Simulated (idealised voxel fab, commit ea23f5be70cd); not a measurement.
Process module under the name voxel ribs on slabs
Cross-section cut: width 300 nm, square cells of 5 nm.
Cross-section spec: square-cell grid; bands listed top down; each band is one or more rows.
First you get the band's top height and its bottom height, in nm, and then the materials it's made of, left to right, with each width in nm. If you see a single material with "full width", that one covers the band edge to edge. "air" is empty space.
A quick word on heights: they are counted from 0, and under that level the wafer as it came to us is one material throughout. The lowest band is different from the rest in having no bottom; it simply continues downward, written as in "top 0, no bottom".
Width: "30..40" (first number = top row, second number = bottom row, same change from row to row of cells).
"remained unchanged" means the step left every cell of the cross-section as it was.
Enclosed void list: empty space of 8 cells or more with no open way to the top, each as width x height at its distance from the left edge, in nm
Formally, on a step line, whatever follows the settings is a remark that the simulator itself makes on the step.
"overlay nm" on a masked step: distance the mask lay right of its planned place, negative for left.
The steps planned for the process are as follows
step 1: RECEIVE, material Si
step 2: DIRECTIONAL_DEP, material SiO2, thk nm 25
step 3: DIRECTIONAL_DEP, material SiN, thk nm 15
step 4: PATTERN, tone cover, mask id RIB, material resist, width nm 25, thk nm 20, overlay nm 0
step 5: DIRECTIONAL_ETCH, etch materials SiN, depth nm 5
step 6: STRIP, etch materials resist
step 7: PATTERN, tone cover, mask id SLAB, material resist, width nm 85, thk nm 15, overlay nm 0
step 8: DIRECTIONAL_ETCH, etch materials SiN, depth nm 5
step 9: STRIP, etch materials resist
step 10: FILL_DEP, material SiO2, thk nm 25
step 11: CMP, height nm 60
step 12: DIRECTIONAL_DEP, material W, thk nm 5
step 13: PATTERN, tone cover, mask id HEATER, material resist, width nm 35, thk nm 15, overlay nm 0
step 14: DIRECTIONAL_ETCH, etch materials W, depth nm 5
step 15: STRIP, etch materials resist
step 16: CONFORMAL_DEP, material SiO2, thk nm 5
Split variable: depth nm, step 8. Plan value = first wafer. Wafers start alike.
Incoming state of the first of several wafers in cross-section: after step 1
top 0, no bottom  Si full width
Enclosed void list: none
At the end of the module, after its last step, step 16, the first of several wafers appears in cross-section as follows
top 70, bottom 65  air: 125  SiO2: 45  air: 130
top 65, bottom 60  SiO2: 130  W: 35  SiO2: 135
top 60, bottom 40  SiO2 full width
top 40, bottom 30  SiO2: 135..105  SiN: 25..85  SiO2: 140..110
top 30, bottom 25  SiN full width
top 25, bottom 0  SiO2 full width
top 0, no bottom  Si full width
Enclosed void list: none
Cross-sectional view of the final wafer of several at the module's end
top 70, bottom 65  air: 125  SiO2: 45  air: 130
top 65, bottom 60  SiO2: 130  W: 35  SiO2: 135
top 60, bottom 40  SiO2 full width
top 40, bottom 35  SiO2: 135  SiN: 25  SiO2: 140
top 35, bottom 25  SiO2: 105  SiN: 85  SiO2: 110
top 25, bottom 0  SiO2 full width
top 0, no bottom  Si full width
Enclosed void list: none
Tabulated below, wafer by wafer, are the end-of-module results: for each material, the number of cells gained (+) or lost (-) relative to the as-received state, followed by the closed voids
depth nm 5; +82 SiN; +700 SiO2; +7 W; Enclosed void list: none
depth nm 10; +39 SiN; +743 SiO2; +7 W; Enclosed void list: none
depth nm 15; +39 SiN; +743 SiO2; +7 W; Enclosed void list: none
depth nm 20; +39 SiN; +743 SiO2; +7 W; Enclosed void list: none
depth nm 25; +39 SiN; +743 SiO2; +7 W; Enclosed void list: none
